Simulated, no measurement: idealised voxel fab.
Name of the process module below: voxel air gaps
Cross-sectional view cut (width: 215 nm; square cell size: 5 nm).
Think of the cross-section as a grid of square cells. We describe it in bands, top to bottom, and each band covers one or more rows of those cells. This entry defines a band. It first specifies the height of the band's top and the height of its bottom in nm, and then specifies the band's materials from left to right, stating each material with its width in nm. The word "edge to edge" identifies a single material that fills the band from edge to edge, while the word "air" identifies empty space. Measure heights from 0. That's the level where, below it, the as-received wafer is all one material. The lowest band is bottomless and extends downward; write it as in "from 0 down". Graded width ("30..40"): value in top row of band = first number; value in bottom row = second number; row-to-row change constant. Reading "changes: none" for a step: not a cell of the cross-section changed in it. So "Cavities, closed" is basically the list of trapped voids: any empty space of 8 cells or more that can't reach the top through an opening. They're written width x height at distance, the distance being from the left edge, and it's all nm. That trailing text on a step's line, after the settings, is the simulator's own remark on the step. The "overlay nm" setting may appear on a step's line; for a step that uses a mask, it gives how far to the right of its planned position the mask lay, and a negative value indicates the left.
# These are the steps we planned for the process
1: RECEIVE,material Si
2: CONFORMAL_DEP,material SiO2,thk nm 10
3: CONFORMAL_DEP,material SiCN,thk nm 5
4: DIRECTIONAL_DEP,material lowk,thk nm 40
5: DIRECTIONAL_DEP,material aC,thk nm 10
6: PATTERN,tone open,mask id LINES,material resist,width nm 20,pitch nm 50,thk nm 30,overlay nm 0
7: DIRECTIONAL_ETCH,etch materials aC,depth nm 10
8: STRIP,etch materials resist
9: DIRECTIONAL_ETCH,etch materials lowk,depth nm 40
10: STRIP,etch materials aC
11: CONFORMAL_DEP,material TiN,thk nm 5
12: FILL_DEP,material Cu,thk nm 5
13: CMP,height nm 55
14: EPI,material Ru,thk nm 10
15: SELECTIVE_ETCH,etch materials lowk,depth nm 50
16: CONFORMAL_DEP,material SiCN,thk nm 5
# Step 1 complete: cross-section of the wafer as received
  from 0 down = Si edge to edge
  Cavities, closed: none
# Post-module cross-section of the first of two wafers (run per plan)
  from 70 to 65 = air (30) | SiCN (150) | air (35)
  from 65 to 55 = air (30) | SiCN (5) | Ru (40) | SiCN (10) | Ru (40) | SiCN (10) | Ru (40) | SiCN (5) | air (35)
  from 55 to 50 = air (30) | SiCN (15) | TiN (5) | Cu (10) | TiN (5) | SiCN (30) | TiN (5) | Cu (10) | TiN (5) | SiCN (30) | TiN (5) | Cu (10) | TiN (5) | SiCN (15) | air (35)
  from 50 to 20 = air (40) | SiCN (5) | TiN (5) | Cu (10) | TiN (5) | SiCN (5) | air (20) | SiCN (5) | TiN (5) | Cu (10) | TiN (5) | SiCN (5) | air (20) | SiCN (5) | TiN (5) | Cu (10) | TiN (5) | SiCN (5) | air (45)
  from 20 to 15 = SiCN (45) | TiN (20) | SiCN (30) | TiN (20) | SiCN (30) | TiN (20) | SiCN (50)
  from 15 to 10 = SiCN edge to edge
  from 10 to 0 = SiO2 edge to edge
  from 0 down = Si edge to edge
  Cavities, closed: 20 x 30 at 70; 20 x 30 at 120
# Cross-sectional view: second of two wafers, end of module; start and plan identical to the first, one mistake in running
  from 70 to 65 = air (25) | SiCN (150) | air (40)
  from 65 to 55 = air (25) | SiCN (5) | Ru (40) | SiCN (10) | Ru (40) | SiCN (10) | Ru (40) | SiCN (5) | air (40)
  from 55 to 50 = air (25) | SiCN (15) | TiN (5) | Cu (10) | TiN (5) | SiCN (30) | TiN (5) | Cu (10) | TiN (5) | SiCN (30) | TiN (5) | Cu (10) | TiN (5) | SiCN (15) | air (40)
  from 50 to 20 = air (35) | SiCN (5) | TiN (5) | Cu (10) | TiN (5) | SiCN (5) | air (20) | SiCN (5) | TiN (5) | Cu (10) | TiN (5) | SiCN (5) | air (20) | SiCN (5) | TiN (5) | Cu (10) | TiN (5) | SiCN (5) | air (50)
  from 20 to 15 = SiCN (40) | TiN (20) | SiCN (30) | TiN (20) | SiCN (30) | TiN (20) | SiCN (55)
  from 15 to 10 = SiCN edge to edge
  from 10 to 0 = SiO2 edge to edge
  from 0 down = Si edge to edge
  Cavities, closed: 20 x 30 at 65; 20 x 30 at 115
Finding, execution versus plan: note that step 6 departed from the planned setting and was carried out as PATTERN,tone open,mask id LINES,material resist,width nm 20,pitch nm 50,thk nm 30,overlay nm -5
Upon completion, the cell count for each material on the second wafer equals that on the first, whereas the spatial distribution of those cells differs.
